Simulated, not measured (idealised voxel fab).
process module | voxel released beams
cross-section cut | 200 nm wide | cells 5 nm
A cross-section is a grid of square cells, given in bands from the top down. A band is one or more rows of cells.
Each band's line starts with the height of the band's top and of its bottom, in nm. Then come its materials from left to right, each with its width in nm. One material with "throughout" fills the band from edge to edge. "air" is empty space.
Height 0 is the level under which the wafer as received is all one material. The lowest band goes on downwards, as in "0 down".
A width such as "30 to 40" changes by the same amount from each row of cells to the next, from the band's top row to its bottom row.
"no change" after a step means that no cell of the cross-section changed.
closed voids: empty space of 8 cells or more with no open way to the top, each as width x height at its distance from the left edge, in nm
after a step's settings: what the simulator itself notes on the step
overlay nm, on a step with a mask: how far to the right of its planned place the mask lay; to the left if negative
plan
1 op RECEIVE | material Si
2 op CONFORMAL_DEP | material Al2O3 | thk nm 10
3 op DIRECTIONAL_DEP | material SiO2 | thk nm 20
4 op PATTERN | tone open | mask id ANCHOR | material resist | width nm 25 | thk nm 20 | overlay nm 0
5 op DIRECTIONAL_ETCH | etch materials SiO2 | depth nm 20
6 op STRIP | etch materials resist
7 op CONFORMAL_DEP | material W | thk nm 10
8 op MASKED_ETCH | tone cover | mask id BEAM | width nm 90 | etch materials W | depth nm 10 | overlay nm 0
9 op STRIP | etch materials SiO2
first wafer, as planned
as received, after step 1
  0 down: Si throughout
  closed voids: none
after step 2
  10 to 0: Al2O3 throughout
  below 0: unchanged
after step 3
  30 to 10: SiO2 throughout
  below 10: unchanged
after step 4
  50 to 30: resist 55 | air 25 | resist 120
  below 30: unchanged
after step 5
  50 to 30: resist 55 | air 25 | resist 120
  30 to 10: SiO2 55 | air 25 | SiO2 120
  below 10: unchanged
after step 6
  30 to 10: SiO2 55 | air 25 | SiO2 120
  below 10: unchanged
after step 7
  40 to 30: W 65 | air 5 | W 130
  30 to 20: SiO2 55 | W 10 | air 5 | W 10 | SiO2 120
  20 to 10: SiO2 55 | W 25 | SiO2 120
  below 10: unchanged
after step 8
  40 to 30: air 50 | W 15 | air 5 | W 70 | air 60
  below 30: unchanged
after step 9
  40 to 30: air 50 | W 15 | air 5 | W 70 | air 60
  30 to 20: air 55 | W 10 | air 5 | W 10 | air 120
  20 to 10: air 55 | W 25 | air 120
  below 10: unchanged
second wafer: like start, like plan, one mistake. Through step 8 it matches the first wafer
when step 9 should have ended
  30 to 10: SiO2 55 | air 25 | SiO2 120
  below 10: unchanged
what went wrong: step 9 ran as: op STRIP | etch materials W
at the end the second wafer has, in cells: 140 more of SiO2 | 52 fewer of W
